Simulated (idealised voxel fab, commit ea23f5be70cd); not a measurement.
Process module, titled voxel double patterning
Section shown: cut. Width: 175 nm. Cell size: 5 nm, square.
Reading order for cross-sections: top band down to bottom band. Underlying form: a grid of square cells. Band size: one or more rows of cells. Per band: top height and bottom height in nm, followed by the left-to-right materials and their widths in nm; "throughout" marks a single material spanning edge to edge, "empty" marks empty space. The reference from which all heights are counted is 0, the level beneath which the as-received wafer is entirely one material; the lowest band, having no lower bound, proceeds downward and is written after the example "top 0, no bottom". Think of "30->40" as a width that walks from the first number to the second as you go down the band, top row to bottom row, taking equal-sized steps from row to row. What does "nothing changed" mean for a step? It means no cell of the cross-section changed in that step. Look at "Closed void entries" for the closed voids: empty spaces with no open path to the top, sized 8 cells or up. Each is width x height at distance, distance from the left edge, all nm. Heads up: the bit after the settings on a step's line is the simulator's remark on that step. "overlay nm", when on a step's line for a step with a mask, measures how far to the right of its planned place the mask lay; a negative measure means to the left.

## Planned step list for the process
| 1 | RECEIVE [material Si] |
| 2 | CONFORMAL_DEP [material SiO2] [thk nm 10] |
| 3 | DIRECTIONAL_DEP [material W] [thk nm 10] |
| 4 | DIRECTIONAL_DEP [material SiCN] [thk nm 5] |
| 5 | DIRECTIONAL_DEP [material aC] [thk nm 10] |
| 6 | PATTERN [tone open] [mask id FIRST] [material resist] [width nm 15] [pitch nm 50] [thk nm 25] [overlay nm 0] |
| 7 | DIRECTIONAL_ETCH [etch materials aC] [depth nm 10] |
| 8 | STRIP [etch materials resist] |
| 9 | DIRECTIONAL_ETCH [etch materials SiCN] [depth nm 5] |
| 10 | STRIP [etch materials aC] |
| 11 | PATTERN [tone open] [mask id SECOND] [material resist] [width nm 15] [pitch nm 50] [thk nm 15] [overlay nm 0] |
| 12 | DIRECTIONAL_ETCH [etch materials SiCN] [depth nm 5] |
| 13 | STRIP [etch materials resist] |
| 14 | DIRECTIONAL_ETCH [etch materials W] [depth nm 10] |
| 15 | STRIP [etch materials SiCN] |

## The cross-section here shows the wafer as received, i.e. in its state after step 1
> top 0, no bottom  Si throughout
> Closed void entries: none

## The module was run from the start shown above using the plan shown above, but one mistake was made doing it; the resulting wafer cross-section is below
> top 20, bottom 10  30 of W; 15 of empty; 5 of W; 25 of empty; 5 of W; 15 of empty; 5 of W; 25 of empty; 5 of W; 15 of empty; 30 of W
> top 10, bottom 0  SiO2 throughout
> top 0, no bottom  Si throughout
> Closed void entries: none
Diagnosis: step 11 went in with a setting other than planned; the actual run was PATTERN [tone open] [mask id SECOND] [material resist] [width nm 25] [pitch nm 50] [thk nm 15] [overlay nm 0]
